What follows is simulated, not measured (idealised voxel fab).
The process module presented herein is designated voxel transistor to metal.
Section shown: cut. Width: 205 nm. Cell size: 5 nm, square.
Bands, listed from the top down, are how a cross-section gets written in this document; the cross-section itself is a grid of square cells, and a band is one or more rows of them.
First you get the band's top height and its bottom height, in nm, and then the materials it's made of, left to right, with each width in nm. If you see a single material with "all across", that one covers the band edge to edge. "air" is empty space.
Zero point of the height axis is 0; under it, received wafer = one material. Lowest band: continues down indefinitely, "0..down".
The width entry "30..40" should be interpreted row by row: the top row of cells in the band takes the first number, the bottom row takes the second number, and the change between adjacent rows is uniform throughout.
The cross-section has no changed cell in any step marked "no modification".
The list in "Sealed internal voids" covers empty spaces of 8 cells or more that cannot reach the top through any open way, and it gives each as width x height at distance; the distance is from the left edge, and width, height and distance are in nm.
Post-settings text on a step line: simulator's own remark regarding the step.
overlay nm: where the mask lay relative to plan, measured to the right, on steps with a mask; negatives go left.
Pairs, read this way: before one process step on the one hand, after it on the other, the after cross-section ending at the lowest band that changed; the step between, settings included, beneath. Same starting wafer throughout, but possibly different runs of this module, so no pair continues from the pair above unless its entry headed "Pre-step geometry" says so.
## Pre-step geometry
> 50..45  65 nm TiN, then 15 nm air, then 45 nm TiN, then 15 nm air, then 65 nm TiN
> 45..35  60 nm SiO2, then 5 nm TiN, then 15 nm air, then 5 nm TiN, then 35 nm SiO2, then 5 nm TiN, then 15 nm air, then 5 nm TiN, then 60 nm SiO2
> 35..30  60 nm SiO2, then 5 nm TiN, then 10 nm air, then 10 nm TiN, then 35 nm SiO2, then 10 nm TiN, then 10 nm air, then 5 nm TiN, then 60 nm SiO2
> 30..20  60 nm SiO2, then 5 nm TiN, then 10 nm air, then 5 nm TiN, then 10 nm SiN, then 25 nm SiCN, then 10 nm SiN, then 5 nm TiN, then 10 nm air, then 5 nm TiN, then 60 nm SiO2
> 20..15  60 nm SiO2, then 5 nm TiN, then 10 nm air, then 5 nm TiN, then 10 nm SiN, then 25 nm polySi, then 10 nm SiN, then 5 nm TiN, then 10 nm air, then 5 nm TiN, then 60 nm SiO2
> 15..10  60 nm SiO2, then 20 nm TiN, then 10 nm SiN, then 25 nm polySi, then 10 nm SiN, then 20 nm TiN, then 60 nm SiO2
> 10..0  65 nm SiO2, then 15 nm nSi, then 10 nm SiN, then 25 nm polySi, then 10 nm SiN, then 15 nm nSi, then 65 nm SiO2
> 0..-5  65 nm SiO2, then 15 nm nSi, then 10 nm SiN, then 25 nm SiO2, then 10 nm SiN, then 15 nm nSi, then 65 nm SiO2
> -5..-10  45 nm SiO2, then 35 nm nSi, then 45 nm Si, then 35 nm nSi, then 45 nm SiO2
> -10..-20  50 nm SiO2, then 30 nm nSi, then 45 nm Si, then 30 nm nSi, then 50 nm SiO2
> -20..-35  50 nm SiO2, then 105 nm Si, then 50 nm SiO2
> -35..down  Si all across
> Sealed internal voids: none
## Cross-Section Thereafter
> 55..50  Ru all across
> 50..45  65 nm TiN, then 15 nm Ru, then 45 nm TiN, then 15 nm Ru, then 65 nm TiN
> 45..35  60 nm SiO2, then 5 nm TiN, then 15 nm Ru, then 5 nm TiN, then 35 nm SiO2, then 5 nm TiN, then 15 nm Ru, then 5 nm TiN, then 60 nm SiO2
> 35..30  60 nm SiO2, then 5 nm TiN, then 10 nm Ru, then 10 nm TiN, then 35 nm SiO2, then 10 nm TiN, then 10 nm Ru, then 5 nm TiN, then 60 nm SiO2
> 30..20  60 nm SiO2, then 5 nm TiN, then 10 nm Ru, then 5 nm TiN, then 10 nm SiN, then 25 nm SiCN, then 10 nm SiN, then 5 nm TiN, then 10 nm Ru, then 5 nm TiN, then 60 nm SiO2
> 20..15  60 nm SiO2, then 5 nm TiN, then 10 nm Ru, then 5 nm TiN, then 10 nm SiN, then 25 nm polySi, then 10 nm SiN, then 5 nm TiN, then 10 nm Ru, then 5 nm TiN, then 60 nm SiO2
> Below 15, no change.
> Sealed internal voids: none
Step, before to after (see cross-sections above): FILL_DEP | material Ru | thk nm 5
Pre-step geometry: refer to the pair immediately above; the cross-section shown after its step is the state before this one.
## Cross-Section Thereafter
> 45..35  60 nm SiO2, then 5 nm TiN, then 15 nm Ru, then 5 nm TiN, then 35 nm SiO2, then 5 nm TiN, then 15 nm Ru, then 5 nm TiN, then 60 nm SiO2
> Below 35, no change.
> Sealed internal voids: none
Step, before to after (see cross-sections above): CMP | height nm 45
Pre-step geometry: refer to the pair immediately above; the cross-section shown after its step is the state before this one.
## Cross-Section Thereafter
> 50..45  TiN all across
> Below 45, no change.
> Sealed internal voids: none
Step, before to after (see cross-sections above): DIRECTIONAL_DEP | material TiN | thk nm 5
Pre-step geometry: refer to the pair immediately above; the cross-section shown after its step is the state before this one.
## Cross-Section Thereafter
> 70..50  Ru all across
> Below 50, no change.
> Sealed internal voids: none
Step, before to after (see cross-sections above): DIRECTIONAL_DEP | material Ru | thk nm 20
Pre-step geometry: refer to the pair immediately above; the cross-section shown after its step is the state before this one.
## Cross-Section Thereafter
> 90..70  60 nm air, then 15 nm resist, then 55 nm air, then 15 nm resist, then 60 nm air
> Below 70, no change.
> Sealed internal voids: none
Step, before to after (see cross-sections above): PATTERN | tone cover | mask id METAL_1 | material resist | width nm 15 | pitch nm 70 | thk nm 20 | overlay nm 0
Pre-step geometry: refer to the pair immediately above; the cross-section shown after its step is the state before this one.
## Cross-Section Thereafter
> 90..70  60 nm air, then 15 nm resist, then 55 nm air, then 15 nm resist, then 60 nm air
> 70..50  60 nm air, then 15 nm Ru, then 55 nm air, then 15 nm Ru, then 60 nm air
> Below 50, no change.
> Sealed internal voids: none
Step, before to after (see cross-sections above): DIRECTIONAL_ETCH | etch materials Ru | depth nm 20
Pre-step geometry: refer to the pair immediately above; the cross-section shown after its step is the state before this one.
## Cross-Section Thereafter
> 90..70  60 nm air, then 15 nm resist, then 55 nm air, then 15 nm resist, then 60 nm air
> 70..50  60 nm air, then 15 nm Ru, then 55 nm air, then 15 nm Ru, then 60 nm air
> 50..45  60 nm air, then 15 nm TiN, then 55 nm air, then 15 nm TiN, then 60 nm air
> Below 45, no change.
> Sealed internal voids: none
Step, before to after (see cross-sections above): DIRECTIONAL_ETCH | etch materials TiN | depth nm 5
Pre-step geometry: refer to the pair immediately above; the cross-section shown after its step is the state before this one.
## Cross-Section Thereafter
> 70..50  60 nm air, then 15 nm Ru, then 55 nm air, then 15 nm Ru, then 60 nm air
> Below 50, no change.
> Sealed internal voids: none
Step, before to after (see cross-sections above): STRIP | etch materials resist
Pre-step geometry: refer to the pair immediately above; the cross-section shown after its step is the state before this one.
## Cross-Section Thereafter
> 75..70  55 nm air, then 25 nm SiN, then 45 nm air, then 25 nm SiN, then 55 nm air
> 70..50  55 nm air, then 5 nm SiN, then 15 nm Ru, then 5 nm SiN, then 45 nm air, then 5 nm SiN, then 15 nm Ru, then 5 nm SiN, then 55 nm air
> 50..45  60 nm SiN, then 15 nm TiN, then 55 nm SiN, then 15 nm TiN, then 60 nm SiN
> Below 45, no change.
> Sealed internal voids: none
Step, before to after (see cross-sections above): CONFORMAL_DEP | material SiN | thk nm 5
Pre-step geometry: refer to the pair immediately above; the cross-section shown after its step is the state before this one.
## Cross-Section Thereafter
> 80..75  SiO2 all across
> 75..70  55 nm SiO2, then 25 nm SiN, then 45 nm SiO2, then 25 nm SiN, then 55 nm SiO2
> 70..50  55 nm SiO2, then 5 nm SiN, then 15 nm Ru, then 5 nm SiN, then 45 nm SiO2, then 5 nm SiN, then 15 nm Ru, then 5 nm SiN, then 55 nm SiO2
> Below 50, no change.
> Sealed internal voids: none
Step, before to after (see cross-sections above): FILL_DEP | material SiO2 | thk nm 5
Pre-step geometry: refer to the pair immediately above; the cross-section shown after its step is the state before this one.
## Cross-Section Thereafter
> 70..50  55 nm SiO2, then 5 nm SiN, then 15 nm Ru, then 5 nm SiN, then 45 nm SiO2, then 5 nm SiN, then 15 nm Ru, then 5 nm SiN, then 55 nm SiO2
> Below 50, no change.
> Sealed internal voids: none
Step, before to after (see cross-sections above): CMP | height nm 70
Pre-step geometry: refer to the pair immediately above; the cross-section shown after its step is the state before this one.
## Cross-Section Thereafter
> 75..70  SiN all across
> Below 70, no change.
> Sealed internal voids: none
Step, before to after (see cross-sections above): CONFORMAL_DEP | material SiN | thk nm 5
## Pre-step geometry
> 45..30  SiO2 all across
> 30..20  75 nm SiO2, then 10 nm SiN, then 5 nm SiO2, then 25 nm SiCN, then 5 nm SiO2, then 10 nm SiN, then 75 nm SiO2
> 20..10  75 nm SiO2, then 10 nm SiN, then 5 nm SiO2, then 25 nm polySi, then 5 nm SiO2, then 10 nm SiN, then 75 nm SiO2
> 10..0  60 nm SiO2, then 15 nm nSi, then 10 nm SiN, then 5 nm SiO2, then 25 nm polySi, then 5 nm SiO2, then 10 nm SiN, then 15 nm nSi, then 60 nm SiO2
> 0..-5  60 nm SiO2, then 15 nm nSi, then 55 nm SiO2, then 15 nm nSi, then 60 nm SiO2
> -5..-20  50 nm SiO2, then 25 nm nSi, then 55 nm Si, then 25 nm nSi, then 50 nm SiO2
> -20..-35  50 nm SiO2, then 105 nm Si, then 50 nm SiO2
> -35..down  Si all across
> Sealed internal voids: none
## Cross-Section Thereafter
> 60..30  SiO2 all across
> Below 30, no change.
> Sealed internal voids: none
Step, before to after (see cross-sections above): DIRECTIONAL_DEP | material SiO2 | thk nm 15
Pre-step geometry: refer to the pair immediately above; the cross-section shown after its step is the state before this one.
## Cross-Section Thereafter
> 80..60  60 nm resist, then 25 nm air, then 35 nm resist, then 25 nm air, then 60 nm resist
> Below 60, no change.
> Sealed internal voids: none
Step, before to after (see cross-sections above): PATTERN | tone open | mask id CONTACT | material resist | width nm 25 | pitch nm 60 | thk nm 20 | overlay nm 0
Pre-step geometry: refer to the pair immediately above; the cross-section shown after its step is the state before this one.
## Cross-Section Thereafter
> 80..60  60 nm resist, then 25 nm air, then 35 nm resist, then 25 nm air, then 60 nm resist
> 60..30  60 nm SiO2, then 25 nm air, then 35 nm SiO2, then 25 nm air, then 60 nm SiO2
> 30..25  60 nm SiO2, then 15 nm air, then 10 nm SiN, then 5 nm SiO2, then 25 nm SiCN, then 5 nm SiO2, then 10 nm SiN, then 15 nm air, then 60 nm SiO2
> Below 25, no change.
> Sealed internal voids: none
Step, before to after (see cross-sections above): DIRECTIONAL_ETCH | etch materials SiO2 | depth nm 35
Pre-step geometry: refer to the pair immediately above; the cross-section shown after its step is the state before this one.
## Cross-Section Thereafter
> 60..30  60 nm SiO2, then 25 nm air, then 35 nm SiO2, then 25 nm air, then 60 nm SiO2
> Below 30, no change.
> Sealed internal voids: none
Step, before to after (see cross-sections above): STRIP | etch materials resist
Pre-step geometry: refer to the pair immediately above; the cross-section shown after its step is the state before this one.
## Cross-Section Thereafter
> 65..60  65 nm TiN, then 15 nm air, then 45 nm TiN, then 15 nm air, then 65 nm TiN
> 60..35  60 nm SiO2, then 5 nm TiN, then 15 nm air, then 5 nm TiN, then 35 nm SiO2, then 5 nm TiN, then 15 nm air, then 5 nm TiN, then 60 nm SiO2
> 35..30  60 nm SiO2, then 5 nm TiN, then 5 nm air, then 15 nm TiN, then 35 nm SiO2, then 15 nm TiN, then 5 nm air, then 5 nm TiN, then 60 nm SiO2
> 30..25  60 nm SiO2, then 15 nm TiN, then 10 nm SiN, then 5 nm SiO2, then 25 nm SiCN, then 5 nm SiO2, then 10 nm SiN, then 15 nm TiN, then 60 nm SiO2
> Below 25, no change.
> Sealed internal voids: none
Step, before to after (see cross-sections above): CONFORMAL_DEP | material TiN | thk nm 5
Pre-step geometry: refer to the pair immediately above; the cross-section shown after its step is the state before this one.
## Cross-Section Thereafter
> 70..65  Ru all across
> 65..60  65 nm TiN, then 15 nm Ru, then 45 nm TiN, then 15 nm Ru, then 65 nm TiN
> 60..35  60 nm SiO2, then 5 nm TiN, then 15 nm Ru, then 5 nm TiN, then 35 nm SiO2, then 5 nm TiN, then 15 nm Ru, then 5 nm TiN, then 60 nm SiO2
> 35..30  60 nm SiO2, then 5 nm TiN, then 5 nm Ru, then 15 nm TiN, then 35 nm SiO2, then 15 nm TiN, then 5 nm Ru, then 5 nm TiN, then 60 nm SiO2
> Below 30, no change.
> Sealed internal voids: none
Step, before to after (see cross-sections above): FILL_DEP | material Ru | thk nm 5
Pre-step geometry: refer to the pair immediately above; the cross-section shown after its step is the state before this one.
## Cross-Section Thereafter
> 45..35  60 nm SiO2, then 5 nm TiN, then 15 nm Ru, then 5 nm TiN, then 35 nm SiO2, then 5 nm TiN, then 15 nm Ru, then 5 nm TiN, then 60 nm SiO2
> Below 35, no change.
> Sealed internal voids: none
Step, before to after (see cross-sections above): CMP | height nm 45
Pre-step geometry: refer to the pair immediately above; the cross-section shown after its step is the state before this one.
## Cross-Section Thereafter
> 50..45  TiN all across
> Below 45, no change.
> Sealed internal voids: none
Step, before to after (see cross-sections above): DIRECTIONAL_DEP | material TiN | thk nm 5
Pre-step geometry: refer to the pair immediately above; the cross-section shown after its step is the state before this one.
## Cross-Section Thereafter
> 70..50  Ru all across
> Below 50, no change.
> Sealed internal voids: none
Step, before to after (see cross-sections above): DIRECTIONAL_DEP | material Ru | thk nm 20
Pre-step geometry: refer to the pair immediately above; the cross-section shown after its step is the state before this one.
## Cross-Section Thereafter
> 90..70  60 nm air, then 15 nm resist, then 55 nm air, then 15 nm resist, then 60 nm air
> Below 70, no change.
> Sealed internal voids: none
Step, before to after (see cross-sections above): PATTERN | tone cover | mask id METAL_1 | material resist | width nm 15 | pitch nm 70 | thk nm 20 | overlay nm 0
Pre-step geometry: refer to the pair immediately above; the cross-section shown after its step is the state before this one.
## Cross-Section Thereafter
> 90..70  60 nm air, then 15 nm resist, then 55 nm air, then 15 nm resist, then 60 nm air
> 70..50  60 nm air, then 15 nm Ru, then 55 nm air, then 15 nm Ru, then 60 nm air
> Below 50, no change.
> Sealed internal voids: none
Step, before to after (see cross-sections above): DIRECTIONAL_ETCH | etch materials Ru | depth nm 20
Pre-step geometry: refer to the pair immediately above; the cross-section shown after its step is the state before this one.
## Cross-Section Thereafter
> 90..70  60 nm air, then 15 nm resist, then 55 nm air, then 15 nm resist, then 60 nm air
> 70..50  60 nm air, then 15 nm Ru, then 55 nm air, then 15 nm Ru, then 60 nm air
> 50..45  60 nm air, then 15 nm TiN, then 55 nm air, then 15 nm TiN, then 60 nm air
> Below 45, no change.
> Sealed internal voids: none
Step, before to after (see cross-sections above): DIRECTIONAL_ETCH | etch materials TiN | depth nm 5
Pre-step geometry: refer to the pair immediately above; the cross-section shown after its step is the state before this one.
## Cross-Section Thereafter
> 70..50  60 nm air, then 15 nm Ru, then 55 nm air, then 15 nm Ru, then 60 nm air
> Below 50, no change.
> Sealed internal voids: none
Step, before to after (see cross-sections above): STRIP | etch materials resist
Pre-step geometry: refer to the pair immediately above; the cross-section shown after its step is the state before this one.
## Cross-Section Thereafter
> 75..70  55 nm air, then 25 nm SiN, then 45 nm air, then 25 nm SiN, then 55 nm air
> 70..50  55 nm air, then 5 nm SiN, then 15 nm Ru, then 5 nm SiN, then 45 nm air, then 5 nm SiN, then 15 nm Ru, then 5 nm SiN, then 55 nm air
> 50..45  60 nm SiN, then 15 nm TiN, then 55 nm SiN, then 15 nm TiN, then 60 nm SiN
> Below 45, no change.
> Sealed internal voids: none
Step, before to after (see cross-sections above): CONFORMAL_DEP | material SiN | thk nm 5
Pre-step geometry: refer to the pair immediately above; the cross-section shown after its step is the state before this one.
## Cross-Section Thereafter
> 80..75  SiO2 all across
> 75..70  55 nm SiO2, then 25 nm SiN, then 45 nm SiO2, then 25 nm SiN, then 55 nm SiO2
> 70..50  55 nm SiO2, then 5 nm SiN, then 15 nm Ru, then 5 nm SiN, then 45 nm SiO2, then 5 nm SiN, then 15 nm Ru, then 5 nm SiN, then 55 nm SiO2
> Below 50, no change.
> Sealed internal voids: none
Step, before to after (see cross-sections above): FILL_DEP | material SiO2 | thk nm 5
Pre-step geometry: refer to the pair immediately above; the cross-section shown after its step is the state before this one.
## Cross-Section Thereafter
> 70..50  55 nm SiO2, then 5 nm SiN, then 15 nm Ru, then 5 nm SiN, then 45 nm SiO2, then 5 nm SiN, then 15 nm Ru, then 5 nm SiN, then 55 nm SiO2
> Below 50, no change.
> Sealed internal voids: none
Step, before to after (see cross-sections above): CMP | height nm 70
Pre-step geometry: refer to the pair immediately above; the cross-section shown after its step is the state before this one.
## Cross-Section Thereafter
> 75..70  SiN all across
> Below 70, no change.
> Sealed internal voids: none
Step, before to after (see cross-sections above): CONFORMAL_DEP | material SiN | thk nm 5
## Pre-step geometry
> 45..35  60 nm SiO2, then 5 nm TiN, then 15 nm Ru, then 5 nm TiN, then 35 nm SiO2, then 5 nm TiN, then 15 nm Ru, then 5 nm TiN, then 60 nm SiO2
> 35..30  60 nm SiO2, then 5 nm TiN, then 5 nm Ru, then 15 nm TiN, then 35 nm SiO2, then 15 nm TiN, then 5 nm Ru, then 5 nm TiN, then 60 nm SiO2
> 30..20  60 nm SiO2, then 5 nm TiN, then 5 nm Ru, then 5 nm TiN, then 10 nm SiN, then 5 nm SiO2, then 25 nm SiCN, then 5 nm SiO2, then 10 nm SiN, then 5 nm TiN, then 5 nm Ru, then 5 nm TiN, then 60 nm SiO2
> 20..15  60 nm SiO2, then 5 nm TiN, then 5 nm Ru, then 5 nm TiN, then 10 nm SiN, then 5 nm SiO2, then 25 nm polySi, then 5 nm SiO2, then 10 nm SiN, then 5 nm TiN, then 5 nm Ru, then 5 nm TiN, then 60 nm SiO2
> 15..10  60 nm SiO2, then 15 nm TiN, then 10 nm SiN, then 5 nm SiO2, then 25 nm polySi, then 5 nm SiO2, then 10 nm SiN, then 15 nm TiN, then 60 nm SiO2
> 10..0  60 nm SiO2, then 15 nm nSi, then 10 nm SiN, then 5 nm SiO2, then 25 nm polySi, then 5 nm SiO2, then 10 nm SiN, then 15 nm nSi, then 60 nm SiO2
> 0..-5  60 nm SiO2, then 15 nm nSi, then 55 nm SiO2, then 15 nm nSi, then 60 nm SiO2
> -5..-20  50 nm SiO2, then 25 nm nSi, then 55 nm Si, then 25 nm nSi, then 50 nm SiO2
> -20..-35  50 nm SiO2, then 105 nm Si, then 50 nm SiO2
> -35..down  Si all across
> Sealed internal voids: none
## Cross-Section Thereafter
> 65..45  Ru all across
> Below 45, no change.
> Sealed internal voids: none
Step, before to after (see cross-sections above): DIRECTIONAL_DEP | material Ru | thk nm 20
Pre-step geometry: refer to the pair immediately above; the cross-section shown after its step is the state before this one.
## Cross-Section Thereafter
> 70..65  TiN all across
> Below 65, no change.
> Sealed internal voids: none
Step, before to after (see cross-sections above): DIRECTIONAL_DEP | material TiN | thk nm 5
Pre-step geometry: refer to the pair immediately above; the cross-section shown after its step is the state before this one.
## Cross-Section Thereafter
> 90..70  60 nm air, then 15 nm resist, then 55 nm air, then 15 nm resist, then 60 nm air
> Below 70, no change.
> Sealed internal voids: none
Step, before to after (see cross-sections above): PATTERN | tone cover | mask id METAL_1 | material resist | width nm 15 | pitch nm 70 | thk nm 20 | overlay nm 0
Pre-step geometry: refer to the pair immediately above; the cross-section shown after its step is the state before this one.
## Cross-Section Thereafter
> 90..70  60 nm air, then 15 nm resist, then 55 nm air, then 15 nm resist, then 60 nm air
> 70..65  60 nm air, then 15 nm TiN, then 55 nm air, then 15 nm TiN, then 60 nm air
> Below 65, no change.
> Sealed internal voids: none
Step, before to after (see cross-sections above): DIRECTIONAL_ETCH | etch materials TiN | depth nm 5
Pre-step geometry: refer to the pair immediately above; the cross-section shown after its step is the state before this one.
## Cross-Section Thereafter
> 70..65  60 nm air, then 15 nm TiN, then 55 nm air, then 15 nm TiN, then 60 nm air
> Below 65, no change.
> Sealed internal voids: none
Step, before to after (see cross-sections above): STRIP | etch materials resist
Pre-step geometry: refer to the pair immediately above; the cross-section shown after its step is the state before this one.
## Cross-Section Thereafter
> 75..70  55 nm air, then 25 nm SiN, then 45 nm air, then 25 nm SiN, then 55 nm air
> 70..65  60 nm SiN, then 15 nm TiN, then 55 nm SiN, then 15 nm TiN, then 60 nm SiN
> Below 65, no change.
> Sealed internal voids: none
Step, before to after (see cross-sections above): CONFORMAL_DEP | material SiN | thk nm 5
Pre-step geometry: refer to the pair immediately above; the cross-section shown after its step is the state before this one.
## Cross-Section Thereafter
> 80..75  SiO2 all across
> 75..70  55 nm SiO2, then 25 nm SiN, then 45 nm SiO2, then 25 nm SiN, then 55 nm SiO2
> Below 70, no change.
> Sealed internal voids: none
Step, before to after (see cross-sections above): FILL_DEP | material SiO2 | thk nm 5
Pre-step geometry: refer to the pair immediately above; the cross-section shown after its step is the state before this one.
## Cross-Section Thereafter
> 70..65  60 nm SiN, then 15 nm TiN, then 55 nm SiN, then 15 nm TiN, then 60 nm SiN
> Below 65, no change.
> Sealed internal voids: none
Step, before to after (see cross-sections above): CMP | height nm 70
Pre-step geometry: refer to the pair immediately above; the cross-section shown after its step is the state before this one.
## Cross-Section Thereafter
> 75..70  SiN all across
> Below 70, no change.
> Sealed internal voids: none
Step, before to after (see cross-sections above): CONFORMAL_DEP | material SiN | thk nm 5
## Pre-step geometry
> 70..50  60 nm air, then 15 nm Ru, then 55 nm air, then 15 nm Ru, then 60 nm air
> 50..45  60 nm air, then 15 nm TiN, then 55 nm air, then 15 nm TiN, then 60 nm air
> 45..35  60 nm SiO2, then 5 nm TiN, then 15 nm Ru, then 5 nm TiN, then 35 nm SiO2, then 5 nm TiN, then 15 nm Ru, then 5 nm TiN, then 60 nm SiO2
> 35..30  60 nm SiO2, then 5 nm TiN, then 5 nm Ru, then 15 nm TiN, then 35 nm SiO2, then 15 nm TiN, then 5 nm Ru, then 5 nm TiN, then 60 nm SiO2
> 30..20  60 nm SiO2, then 5 nm TiN, then 5 nm Ru, then 5 nm TiN, then 10 nm SiN, then 5 nm SiO2, then 25 nm SiCN, then 5 nm SiO2, then 10 nm SiN, then 5 nm TiN, then 5 nm Ru, then 5 nm TiN, then 60 nm SiO2
> 20..15  60 nm SiO2, then 5 nm TiN, then 5 nm Ru, then 5 nm TiN, then 10 nm SiN, then 5 nm SiO2, then 25 nm polySi, then 5 nm SiO2, then 10 nm SiN, then 5 nm TiN, then 5 nm Ru, then 5 nm TiN, then 60 nm SiO2
> 15..10  60 nm SiO2, then 15 nm TiN, then 10 nm SiN, then 5 nm SiO2, then 25 nm polySi, then 5 nm SiO2, then 10 nm SiN, then 15 nm TiN, then 60 nm SiO2
> 10..0  60 nm SiO2, then 15 nm nSi, then 10 nm SiN, then 5 nm SiO2, then 25 nm polySi, then 5 nm SiO2, then 10 nm SiN, then 15 nm nSi, then 60 nm SiO2
> 0..-5  60 nm SiO2, then 15 nm nSi, then 55 nm SiO2, then 15 nm nSi, then 60 nm SiO2
> -5..-20  50 nm SiO2, then 25 nm nSi, then 55 nm Si, then 25 nm nSi, then 50 nm SiO2
> -20..-35  50 nm SiO2, then 105 nm Si, then 50 nm SiO2
> -35..down  Si all across
> Sealed internal voids: none
## Cross-Section Thereafter
> 85..70  45 nm air, then 45 nm SiN, then 25 nm air, then 45 nm SiN, then 45 nm air
> 70..60  45 nm air, then 15 nm SiN, then 15 nm Ru, then 15 nm SiN, then 25 nm air, then 15 nm SiN, then 15 nm Ru, then 15 nm SiN, then 45 nm air
> 60..50  60 nm SiN, then 15 nm Ru, then 55 nm SiN, then 15 nm Ru, then 60 nm SiN
> 50..45  60 nm SiN, then 15 nm TiN, then 55 nm SiN, then 15 nm TiN, then 60 nm SiN
> Below 45, no change.
> Sealed internal voids: none
Step, before to after (see cross-sections above): CONFORMAL_DEP | material SiN | thk nm 15
Pre-step geometry: refer to the pair immediately above; the cross-section shown after its step is the state before this one.
## Cross-Section Thereafter
> 90..85  SiO2 all across
> 85..70  45 nm SiO2, then 45 nm SiN, then 25 nm SiO2, then 45 nm SiN, then 45 nm SiO2
> 70..60  45 nm SiO2, then 15 nm SiN, then 15 nm Ru, then 15 nm SiN, then 25 nm SiO2, then 15 nm SiN, then 15 nm Ru, then 15 nm SiN, then 45 nm SiO2
> Below 60, no change.
> Sealed internal voids: none
Step, before to after (see cross-sections above): FILL_DEP | material SiO2 | thk nm 5
Pre-step geometry: refer to the pair immediately above; the cross-section shown after its step is the state before this one.
## Cross-Section Thereafter
> 70..60  45 nm SiO2, then 15 nm SiN, then 15 nm Ru, then 15 nm SiN, then 25 nm SiO2, then 15 nm SiN, then 15 nm Ru, then 15 nm SiN, then 45 nm SiO2
> Below 60, no change.
> Sealed internal voids: none
Step, before to after (see cross-sections above): CMP | height nm 70
Pre-step geometry: refer to the pair immediately above; the cross-section shown after its step is the state before this one.
## Cross-Section Thereafter
> 75..70  SiN all across
> Below 70, no change.
> Sealed internal voids: none
Step, before to after (see cross-sections above): CONFORMAL_DEP | material SiN | thk nm 5
## Pre-step geometry
> 35..20  aC all across
> 20..5  SiN all across
> 5..0  SiO2 all across
> 0..down  Si all across
> Sealed internal voids: none
## Cross-Section Thereafter
> 65..35  45 nm air, then 115 nm resist, then 45 nm air
> Below 35, no change.
> Sealed internal voids: none
Step, before to after (see cross-sections above): PATTERN | tone cover | mask id ACTIVE | material resist | width nm 115 | thk nm 30 | overlay nm 0
Pre-step geometry: refer to the pair immediately above; the cross-section shown after its step is the state before this one.
## Cross-Section Thereafter
> 50..35  45 nm air, then 115 nm resist, then 45 nm air
> 35..20  45 nm air, then 115 nm aC, then 45 nm air
> Below 20, no change.
> Sealed internal voids: none
Step, before to after (see cross-sections above): DIRECTIONAL_ETCH | etch materials aC | depth nm 15
Pre-step geometry: refer to the pair immediately above; the cross-section shown after its step is the state before this one.
## Cross-Section Thereafter
> 35..20  45 nm air, then 115 nm aC, then 45 nm air
> Below 20, no change.
> Sealed internal voids: none
Step, before to after (see cross-sections above): STRIP | etch materials resist
Pre-step geometry: refer to the pair immediately above; the cross-section shown after its step is the state before this one.
## Cross-Section Thereafter
> 35..20  45 nm air, then 115 nm aC, then 45 nm air
> 20..5  45 nm air, then 115 nm SiN, then 45 nm air
> Below 5, no change.
> Sealed internal voids: none
Step, before to after (see cross-sections above): DIRECTIONAL_ETCH | etch materials SiN | depth nm 15
Pre-step geometry: refer to the pair immediately above; the cross-section shown after its step is the state before this one.
## Cross-Section Thereafter
> 35..20  45 nm air, then 115 nm aC, then 45 nm air
> 20..5  45 nm air, then 115 nm SiN, then 45 nm air
> 5..0  45 nm air, then 115 nm SiO2, then 45 nm air
> Below 0, no change.
> Sealed internal voids: none
Step, before to after (see cross-sections above): DIRECTIONAL_ETCH | etch materials SiO2 | depth nm 5
Pre-step geometry: refer to the pair immediately above; the cross-section shown after its step is the state before this one.
## Cross-Section Thereafter
> 35..20  45 nm air, then 115 nm aC, then 45 nm air
> 20..5  45 nm air, then 115 nm SiN, then 45 nm air
> 5..0  45 nm air, then 115 nm SiO2, then 45 nm air
> 0..-35  45 nm air, then 115 nm Si, then 45 nm air
> Below -35, no change.
> Sealed internal voids: none
Step, before to after (see cross-sections above): DIRECTIONAL_ETCH | etch materials Si | depth nm 35
Pre-step geometry: refer to the pair immediately above; the cross-section shown after its step is the state before this one.
## Cross-Section Thereafter
> 20..5  45 nm air, then 115 nm SiN, then 45 nm air
> Below 5, no change.
> Sealed internal voids: none
Step, before to after (see cross-sections above): STRIP | etch materials aC
Pre-step geometry: refer to the pair immediately above; the cross-section shown after its step is the state before this one.
## Cross-Section Thereafter
> 35..20  SiO2 all across
> 20..5  45 nm SiO2, then 115 nm SiN, then 45 nm SiO2
> 5..0  SiO2 all across
> 0..-35  45 nm SiO2, then 115 nm Si, then 45 nm SiO2
> Below -35, no change.
> Sealed internal voids: none
Step, before to after (see cross-sections above): FILL_DEP | material SiO2 | thk nm 15
Pre-step geometry: refer to the pair immediately above; the cross-section shown after its step is the state before this one.
## Cross-Section Thereafter
> 20..5  45 nm SiO2, then 115 nm SiN, then 45 nm SiO2
> Below 5, no change.
> Sealed internal voids: none
Step, before to after (see cross-sections above): CMP | height nm 20
Pre-step geometry: refer to the pair immediately above; the cross-section shown after its step is the state before this one.
## Cross-Section Thereafter
> 20..5  45 nm air, then 115 nm SiN, then 45 nm air
> Below 5, no change.
> Sealed internal voids: none
Step, before to after (see cross-sections above): SELECTIVE_ETCH | etch materials SiO2 | depth nm 15
Pre-step geometry: refer to the pair immediately above; the cross-section shown after its step is the state before this one.
## Cross-Section Thereafter
> 5..0  SiO2 all across
> Below 0, no change.
> Sealed internal voids: none
Step, before to after (see cross-sections above): STRIP | etch materials SiN
Pre-step geometry: refer to the pair immediately above; the cross-section shown after its step is the state before this one.
## Cross-Section Thereafter
> 0..-35  45 nm SiO2, then 115 nm Si, then 45 nm SiO2
> Below -35, no change.
> Sealed internal voids: none
Step, before to after (see cross-sections above): SELECTIVE_ETCH | etch materials SiO2 | depth nm 5
Pre-step geometry: refer to the pair immediately above; the cross-section shown after its step is the state before this one.
## Cross-Section Thereafter
> 0..-5  SiO2 all across
> Below -5, no change.
> Sealed internal voids: none
Step, before to after (see cross-sections above): OXIDIZE | depth nm 5
Pre-step geometry: refer to the pair immediately above; the cross-section shown after its step is the state before this one.
## Cross-Section Thereafter
> 20..0  polySi all across
> Below 0, no change.
> Sealed internal voids: none
Step, before to after (see cross-sections above): DIRECTIONAL_DEP | material polySi | thk nm 20
Pre-step geometry: refer to the pair immediately above; the cross-section shown after its step is the state before this one.
## Cross-Section Thereafter
> 30..20  SiCN all across
> Below 20, no change.
> Sealed internal voids: none
Step, before to after (see cross-sections above): DIRECTIONAL_DEP | material SiCN | thk nm 10
Pre-step geometry: refer to the pair immediately above; the cross-section shown after its step is the state before this one.
## Cross-Section Thereafter
> 30..20  90 nm air, then 25 nm SiCN, then 90 nm air
> Below 20, no change.
> Sealed internal voids: none
Step, before to after (see cross-sections above): MASKED_ETCH | tone cover | mask id GATE | width nm 25 | etch materials SiCN | depth nm 20 | overlay nm 0
Pre-step geometry: refer to the pair immediately above; the cross-section shown after its step is the state before this one.
## Cross-Section Thereafter
> 30..20  90 nm air, then 25 nm SiCN, then 90 nm air
> 20..0  90 nm air, then 25 nm polySi, then 90 nm air
> Below 0, no change.
> Sealed internal voids: none
Step, before to after (see cross-sections above): MASKED_ETCH | tone cover | mask id GATE | width nm 25 | etch materials polySi | depth nm 30 | overlay nm 0
